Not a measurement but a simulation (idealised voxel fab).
process module | voxel capacitor over wiring
cross-section cut | 250 nm wide | cells 5 nm
A cross-section is a grid of square cells, given in bands from the top down. A band is one or more rows of cells.
Each band's line starts with the height of the band's top and of its bottom, in nm. Then come its materials from left to right, each with its width in nm. One material with "throughout" fills the band from edge to edge. "air" is empty space.
Height 0 is the level under which the wafer as received is all one material. The lowest band goes on downwards, as in "0 down".
A width such as "30 to 40" changes by the same amount from each row of cells to the next, from the band's top row to its bottom row.
"no change" after a step means that no cell of the cross-section changed.
closed voids: empty space of 8 cells or more with no open way to the top, each as width x height at its distance from the left edge, in nm
after a step's settings: what the simulator itself notes on the step
overlay nm, on a step with a mask: how far to the right of its planned place the mask lay; to the left if negative
plan
1 op RECEIVE | material Si
2 op CONFORMAL_DEP | material SiO2 | thk nm 15
3 op CONFORMAL_DEP | material SiN | thk nm 5
4 op DIRECTIONAL_DEP | material SiO2 | thk nm 15
5 op PATTERN | tone open | mask id METAL_1 | material resist | width nm 25 | pitch nm 95 | thk nm 15 | overlay nm 0
6 op DIRECTIONAL_ETCH | etch materials SiO2 | depth nm 15
7 op DIRECTIONAL_ETCH | etch materials SiN | depth nm 5
8 op STRIP | etch materials resist
9 op CONFORMAL_DEP | material TiN | thk nm 5
10 op FILL_DEP | material W | thk nm 10
11 op CMP | height nm 35
12 op EPI | material Ru | thk nm 5
13 op FILL_DEP | material SiCN | thk nm 5
14 op DIRECTIONAL_DEP | material SiO2 | thk nm 20
15 op MASKED_ETCH | tone open | mask id PLUG_1 | width nm 15 | etch materials SiO2 | depth nm 20 | overlay nm 0
16 op MASKED_ETCH | tone open | mask id PLUG_1 | width nm 15 | etch materials SiCN | depth nm 5 | overlay nm 0
17 op CONFORMAL_DEP | material TiN | thk nm 5
18 op FILL_DEP | material Cu | thk nm 5
19 op CMP | height nm 65
20 op DIRECTIONAL_DEP | material TiN | thk nm 10
21 op DIRECTIONAL_DEP | material HfO2 | thk nm 5
22 op DIRECTIONAL_DEP | material TiN | thk nm 10
23 op DIRECTIONAL_DEP | material aC | thk nm 10
24 op PATTERN | tone cover | mask id UPPER_PLATE | material resist | width nm 75 | thk nm 25 | overlay nm 0
25 op DIRECTIONAL_ETCH | etch materials aC | depth nm 10
26 op STRIP | etch materials resist
27 op DIRECTIONAL_ETCH | etch materials TiN | depth nm 10
28 op DIRECTIONAL_ETCH | etch materials HfO2 | depth nm 5
29 op STRIP | etch materials aC
30 op DIRECTIONAL_DEP | material aC | thk nm 10
31 op PATTERN | tone cover | mask id LOWER_PLATE | material resist | width nm 85 | thk nm 30 | overlay nm 0
32 op DIRECTIONAL_ETCH | etch materials aC | depth nm 10
33 op STRIP | etch materials resist
34 op DIRECTIONAL_ETCH | etch materials TiN | depth nm 10
35 op STRIP | etch materials aC
36 op FILL_DEP | material SiO2 | thk nm 15
37 op CMP | height nm 100
38 op DIRECTIONAL_DEP | material aC | thk nm 10
39 op PATTERN | tone open | mask id PLUG_2 | material resist | width nm 15 | thk nm 30 | overlay nm 0
40 op DIRECTIONAL_ETCH | etch materials aC | depth nm 10
41 op STRIP | etch materials resist
42 op DIRECTIONAL_ETCH | etch materials SiO2 | depth nm 10
43 op STRIP | etch materials aC
44 op CONFORMAL_DEP | material TiN | thk nm 5
45 op FILL_DEP | material Ru | thk nm 5
46 op CMP | height nm 100
47 op CONFORMAL_DEP | material SiN | thk nm 5
as received, after step 1
  0 down: Si throughout
  closed voids: none
a wafer at the end: this start, this plan, one mistake
  105 to 100: SiN throughout
  100 to 95: SiO2 85 | TiN 5 | Ru 5 | TiN 5 | SiO2 150
  95 to 90: SiO2 85 | TiN 15 | SiO2 150
  90 to 80: SiO2 75 | TiN 75 | SiO2 100
  80 to 75: SiO2 75 | HfO2 75 | SiO2 100
  75 to 65: SiO2 70 | TiN 85 | SiO2 95
  65 to 60: SiO2 75 | TiN 5 | Cu 5 | TiN 5 | SiO2 160
  60 to 55: SiCN 75 | TiN 15 | SiCN 160
  55 to 50: Ru throughout
  50 to 40: W throughout
  40 to 35: TiN 70 | W 15 | TiN 80 | W 15 | TiN 70
  35 to 20: SiO2 65 | TiN 5 | W 15 | TiN 5 | SiO2 70 | TiN 5 | W 15 | TiN 5 | SiO2 65
  20 to 15: SiN 65 | TiN 25 | SiN 70 | TiN 25 | SiN 65
  15 to 0: SiO2 throughout
  0 down: Si throughout
  closed voids: none
what went wrong: step 11 was left out
